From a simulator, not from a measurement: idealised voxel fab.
process module | voxel self aligned contacts
cross-section cut | 170 nm wide | cells 5 nm
A cross-section is a grid of square cells, given in bands from the top down. A band is one or more rows of cells.
Each band's line starts with the height of the band's top and of its bottom, in nm. Then come its materials from left to right, each with its width in nm. One material with "throughout" fills the band from edge to edge. "air" is empty space.
Height 0 is the level under which the wafer as received is all one material. The lowest band goes on downwards, as in "0 down".
A width such as "30 to 40" changes by the same amount from each row of cells to the next, from the band's top row to its bottom row.
"no change" after a step means that no cell of the cross-section changed.
closed voids: empty space of 8 cells or more with no open way to the top, each as width x height at its distance from the left edge, in nm
after a step's settings: what the simulator itself notes on the step
overlay nm, on a step with a mask: how far to the right of its planned place the mask lay; to the left if negative
plan
1 op RECEIVE | material Si
2 op OXIDIZE | depth nm 5
3 op DIRECTIONAL_DEP | material polySi | thk nm 30
4 op DIRECTIONAL_DEP | material SiN | thk nm 20
5 op DIRECTIONAL_DEP | material aC | thk nm 15
6 op PATTERN | tone cover | mask id GATE | material resist | width nm 35 | pitch nm 60 | thk nm 35 | overlay nm 0
7 op DIRECTIONAL_ETCH | etch materials aC | depth nm 15
8 op STRIP | etch materials resist
9 op DIRECTIONAL_ETCH | etch materials SiN | depth nm 20
10 op DIRECTIONAL_ETCH | etch materials polySi | depth nm 30
11 op STRIP | etch materials aC
12 op CONFORMAL_DEP | material SiN | thk nm 5
13 op DIRECTIONAL_ETCH | etch materials SiN | depth nm 5
14 op FILL_DEP | material SiO2 | thk nm 10
15 op CMP | height nm 55
16 op MASKED_ETCH | tone open | mask id CONTACT | width nm 45 | etch materials SiO2 | depth nm 60 | overlay nm 0
17 op CONFORMAL_DEP | material TiN | thk nm 5
18 op FILL_DEP | material W | thk nm 10
19 op CMP | height nm 55
20 op CONFORMAL_DEP | material SiN | thk nm 5
as received, after step 1
  0 down: Si throughout
  closed voids: none
first wafer at the end, as planned
  60 to 55: SiN throughout
  55 to 50: SiO2 60 | TiN 20 | W 5 | TiN 20 | SiO2 65
  50 to 30: SiO2 30 | SiN 45 | TiN 5 | W 5 | TiN 5 | SiN 45 | SiO2 35
  30 to 0: SiO2 30 | SiN 5 | polySi 35 | SiN 5 | TiN 5 | W 5 | TiN 5 | SiN 5 | polySi 35 | SiN 5 | SiO2 35
  0 to -5: SiO2 75 | TiN 15 | SiO2 80
  -5 down: Si throughout
  closed voids: none
second wafer at the end: like start, like plan, one mistake
  60 to 55: SiN throughout
  55 to 50: SiO2 60 | TiN 20 | W 5 | TiN 20 | SiO2 65
  50 to 30: SiO2 30 | SiN 45 | TiN 5 | W 5 | TiN 5 | SiN 45 | SiO2 35
  30 to 10: SiO2 30 | SiN 5 | polySi 35 | SiN 5 | TiN 5 | W 5 | TiN 5 | SiN 5 | polySi 35 | SiN 5 | SiO2 35
  10 to 5: SiO2 30 | SiN 5 | polySi 35 | SiN 5 | TiN 15 | SiN 5 | polySi 35 | SiN 5 | SiO2 35
  5 to 0: polySi throughout
  0 to -5: SiO2 throughout
  -5 down: Si throughout
  closed voids: none
what went wrong: step 10 ran as: op DIRECTIONAL_ETCH | etch materials polySi | depth nm 25
at the end the second wafer has, in cells: 4 fewer of SiN | 10 fewer of SiO2 | 4 fewer of TiN | 2 fewer of W | 20 more of polySi
